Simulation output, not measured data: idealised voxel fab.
Process module in this document: voxel fin reveal
Shown is cross-section cut, with a width of 200 nm and square cells of size 5 nm.
In what follows, cross-sections appear as grids of square cells, described through bands that run from the top down, where every band is one or more rows of cells.
Quick guide to a band line: top height, bottom height (nm) up front; then every material left to right with its width in nm. Only one material and it's marked "all across"? Then it fills the band edge to edge. And "blank" just means empty space.
Below 0: as-received wafer, all one material; heights counted from there. Lowest band: no bottom, goes on down, written "z 0 and below".
A width given as "30 to 40" starts at the first number in the band's top row and ends at the second number in its bottom row, shifting by an equal amount at every step from row to row.
The designation "remains unaltered", where it is given for a processing step, indicates that no cell of the cross-section was altered in the course of that step.
If an empty space has no open way to the top and is at least 8 cells in size, "Catalogued sealed voids" lists it, written width x height at distance, where distance is measured from the left edge and every value is in nm.
On each step's line, the part that comes after the settings is the simulator's own comment on the step.
overlay nm: mask right of planned place by this much (step with mask). Neg. = left.

-- The process steps that were planned are listed below
step 1: RECEIVE | material Si
step 2: CONFORMAL_DEP | material SiN | thk nm 5
step 3: DIRECTIONAL_DEP | material aC | thk nm 15
step 4: PATTERN | tone cover | mask id FINS | material resist | width nm 15 | pitch nm 35 | thk nm 35 | overlay nm 0
step 5: DIRECTIONAL_ETCH | etch materials aC | depth nm 15
step 6: STRIP | etch materials resist
step 7: DIRECTIONAL_ETCH | etch materials SiN | depth nm 5
step 8: DIRECTIONAL_ETCH | etch materials Si | depth nm 35
step 9: STRIP | etch materials aC
step 10: OXIDIZE | depth nm 5
step 11: FILL_DEP | material SiO2 | thk nm 15
step 12: CMP | height nm 5
step 13: SELECTIVE_ETCH | etch materials SiO2 | depth nm 20
step 14: STRIP | etch materials SiN
step 15: CONFORMAL_DEP | material SiO2 | thk nm 5

-- First of two wafers: run as planned

-- As-received state of the wafer in cross-section, equivalent to post-step 1
  z 0 and below | Si all across
  Catalogued sealed voids: none

-- How the wafer stands in section after step 2
  z 5 to 0 | SiN all across
  Unchanged below 0.

-- How the wafer stands in section after step 3
  z 20 to 5 | aC all across
  Unchanged below 5.

-- How the wafer stands in section after step 4
  z 55 to 20 | blank=75, resist=15, blank=20, resist=15, blank=75
  Unchanged below 20.

-- How the wafer stands in section after step 5
  z 40 to 20 | blank=75, resist=15, blank=20, resist=15, blank=75
  z 20 to 5 | blank=75, aC=15, blank=20, aC=15, blank=75
  Unchanged below 5.

-- How the wafer stands in section after step 6
  z 20 to 5 | blank=75, aC=15, blank=20, aC=15, blank=75
  Unchanged below 5.

-- How the wafer stands in section after step 7
  z 20 to 5 | blank=75, aC=15, blank=20, aC=15, blank=75
  z 5 to 0 | blank=75, SiN=15, blank=20, SiN=15, blank=75
  Unchanged below 0.

-- How the wafer stands in section after step 8
  z 20 to 5 | blank=75, aC=15, blank=20, aC=15, blank=75
  z 5 to 0 | blank=75, SiN=15, blank=20, SiN=15, blank=75
  z 0 to -35 | blank=75, Si=15, blank=20, Si=15, blank=75
  Unchanged below -35.

-- How the wafer stands in section after step 9
  z 5 to 0 | blank=75, SiN=15, blank=20, SiN=15, blank=75
  Unchanged below 0.

-- How the wafer stands in section after step 10
  z 5 to 0 | blank=75, SiN=15, blank=20, SiN=15, blank=75
  z 0 to -35 | blank=75, SiO2=5, Si=5, SiO2=5, blank=20, SiO2=5, Si=5, SiO2=5, blank=75
  z -35 to -40 | SiO2=80, Si=5, SiO2=30, Si=5, SiO2=80
  Unchanged below -40.

-- How the wafer stands in section after step 11
  z 20 to 5 | SiO2 all across
  z 5 to 0 | SiO2=75, SiN=15, SiO2=20, SiN=15, SiO2=75
  z 0 to -40 | SiO2=80, Si=5, SiO2=30, Si=5, SiO2=80
  Unchanged below -40.

-- How the wafer stands in section after step 12
  z 5 to 0 | SiO2=75, SiN=15, SiO2=20, SiN=15, SiO2=75
  Unchanged below 0.

-- How the wafer stands in section after step 13
  z 5 to 0 | blank=75, SiN=15, blank=20, SiN=15, blank=75
  z 0 to -15 | blank=80, Si=5, blank=30, Si=5, blank=80
  Unchanged below -15.

-- How the wafer stands in section after step 14
  z 0 to -15 | blank=80, Si=5, blank=30, Si=5, blank=80
  Unchanged below -15.

-- How the wafer stands in section after step 15
  z 5 to 0 | blank=75, SiO2=15, blank=20, SiO2=15, blank=75
  z 0 to -10 | blank=75, SiO2=5, Si=5, SiO2=5, blank=20, SiO2=5, Si=5, SiO2=5, blank=75
  z -10 to -40 | SiO2=80, Si=5, SiO2=30, Si=5, SiO2=80
  Unchanged below -40.

-- Wafer two. Identical start, identical plan. One mistake in execution. Identical history through step 3

-- Cross-sectional representation of the second wafer at the time designated in the plan for the completion of step 4
  z 55 to 20 | blank=80, resist=15, blank=20, resist=15, blank=70
  Unchanged below 20.

-- Cross-sectional representation of the second wafer at the time designated in the plan for the completion of step 5
  z 40 to 20 | blank=80, resist=15, blank=20, resist=15, blank=70
  z 20 to 5 | blank=80, aC=15, blank=20, aC=15, blank=70
  Unchanged below 5.

-- Cross-sectional representation of the second wafer at the time designated in the plan for the completion of step 6
  z 20 to 5 | blank=80, aC=15, blank=20, aC=15, blank=70
  Unchanged below 5.

-- Cross-sectional representation of the second wafer at the time designated in the plan for the completion of step 7
  z 20 to 5 | blank=80, aC=15, blank=20, aC=15, blank=70
  z 5 to 0 | blank=80, SiN=15, blank=20, SiN=15, blank=70
  Unchanged below 0.

-- Cross-sectional representation of the second wafer at the time designated in the plan for the completion of step 8
  z 20 to 5 | blank=80, aC=15, blank=20, aC=15, blank=70
  z 5 to 0 | blank=80, SiN=15, blank=20, SiN=15, blank=70
  z 0 to -35 | blank=80, Si=15, blank=20, Si=15, blank=70
  Unchanged below -35.

-- Cross-sectional representation of the second wafer at the time designated in the plan for the completion of step 9
  z 5 to 0 | blank=80, SiN=15, blank=20, SiN=15, blank=70
  Unchanged below 0.

-- Cross-sectional representation of the second wafer at the time designated in the plan for the completion of step 10
  z 5 to 0 | blank=80, SiN=15, blank=20, SiN=15, blank=70
  z 0 to -35 | blank=80, SiO2=5, Si=5, SiO2=5, blank=20, SiO2=5, Si=5, SiO2=5, blank=70
  z -35 to -40 | SiO2=85, Si=5, SiO2=30, Si=5, SiO2=75
  Unchanged below -40.

-- Cross-sectional representation of the second wafer at the time designated in the plan for the completion of step 11
  z 20 to 5 | SiO2 all across
  z 5 to 0 | SiO2=80, SiN=15, SiO2=20, SiN=15, SiO2=70
  z 0 to -40 | SiO2=85, Si=5, SiO2=30, Si=5, SiO2=75
  Unchanged below -40.

-- Cross-sectional representation of the second wafer at the time designated in the plan for the completion of step 12
  z 5 to 0 | SiO2=80, SiN=15, SiO2=20, SiN=15, SiO2=70
  Unchanged below 0.

-- Cross-sectional representation of the second wafer at the time designated in the plan for the completion of step 13
  z 5 to 0 | blank=80, SiN=15, blank=20, SiN=15, blank=70
  z 0 to -15 | blank=85, Si=5, blank=30, Si=5, blank=75
  Unchanged below -15.

-- Cross-sectional representation of the second wafer at the time designated in the plan for the completion of step 14
  z 0 to -15 | blank=85, Si=5, blank=30, Si=5, blank=75
  Unchanged below -15.

-- Cross-sectional representation of the second wafer at the time designated in the plan for the completion of step 15
  z 5 to 0 | blank=80, SiO2=15, blank=20, SiO2=15, blank=70
  z 0 to -10 | blank=80, SiO2=5, Si=5, SiO2=5, blank=20, SiO2=5, Si=5, SiO2=5, blank=70
  z -10 to -40 | SiO2=85, Si=5, SiO2=30, Si=5, SiO2=75
  Unchanged below -40.
Diagnosis: step 4 went in with a setting other than planned; the actual run was PATTERN | tone cover | mask id FINS | material resist | width nm 15 | pitch nm 35 | thk nm 35 | overlay nm 5
When the process is done, the second wafer contains the same cell count of every material as the first wafer, but distributed over other locations.
